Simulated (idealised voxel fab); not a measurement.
process module | voxel quadruple lines
cross-section cut | 285 nm wide | cells 5 nm
A cross-section is a grid of square cells, given in bands from the top down. A band is one or more rows of cells.
Each band's line starts with the height of the band's top and of its bottom, in nm. Then come its materials from left to right, each with its width in nm. One material with "throughout" fills the band from edge to edge. "air" is empty space.
Height 0 is the level under which the wafer as received is all one material. The lowest band goes on downwards, as in "0 down".
A width such as "30 to 40" changes by the same amount from each row of cells to the next, from the band's top row to its bottom row.
"no change" after a step means that no cell of the cross-section changed.
closed voids: empty space of 8 cells or more with no open way to the top, each as width x height at its distance from the left edge, in nm
after a step's settings: what the simulator itself notes on the step
overlay nm, on a step with a mask: how far to the right of its planned place the mask lay; to the left if negative
plan
1 op RECEIVE | material Si
2 op CONFORMAL_DEP | material Al2O3 | thk nm 10
3 op DIRECTIONAL_DEP | material W | thk nm 10
4 op DIRECTIONAL_DEP | material polySi | thk nm 20
5 op DIRECTIONAL_DEP | material aC | thk nm 25
6 op PATTERN | tone cover | mask id MANDREL | material resist | width nm 30 | pitch nm 80 | thk nm 35 | overlay nm 0
7 op DIRECTIONAL_ETCH | etch materials aC | depth nm 25
8 op STRIP | etch materials resist
9 op CONFORMAL_DEP | material SiO2 | thk nm 10
10 op DIRECTIONAL_ETCH | etch materials SiO2 | depth nm 10
11 op STRIP | etch materials aC
12 op DIRECTIONAL_ETCH | etch materials polySi | depth nm 20
13 op STRIP | etch materials SiO2
14 op CONFORMAL_DEP | material SiCN | thk nm 10
15 op DIRECTIONAL_ETCH | etch materials SiCN | depth nm 10
16 op STRIP | etch materials polySi
17 op DIRECTIONAL_ETCH | etch materials W | depth nm 10
18 op STRIP | etch materials SiCN
as received, after step 1
  0 down: Si throughout
  closed voids: none
a wafer at the end: this start, this plan, one mistake
  30 to 10: polySi throughout
  10 to 0: Al2O3 throughout
  0 down: Si throughout
  closed voids: none
what went wrong: steps 3 and 4 were swapped
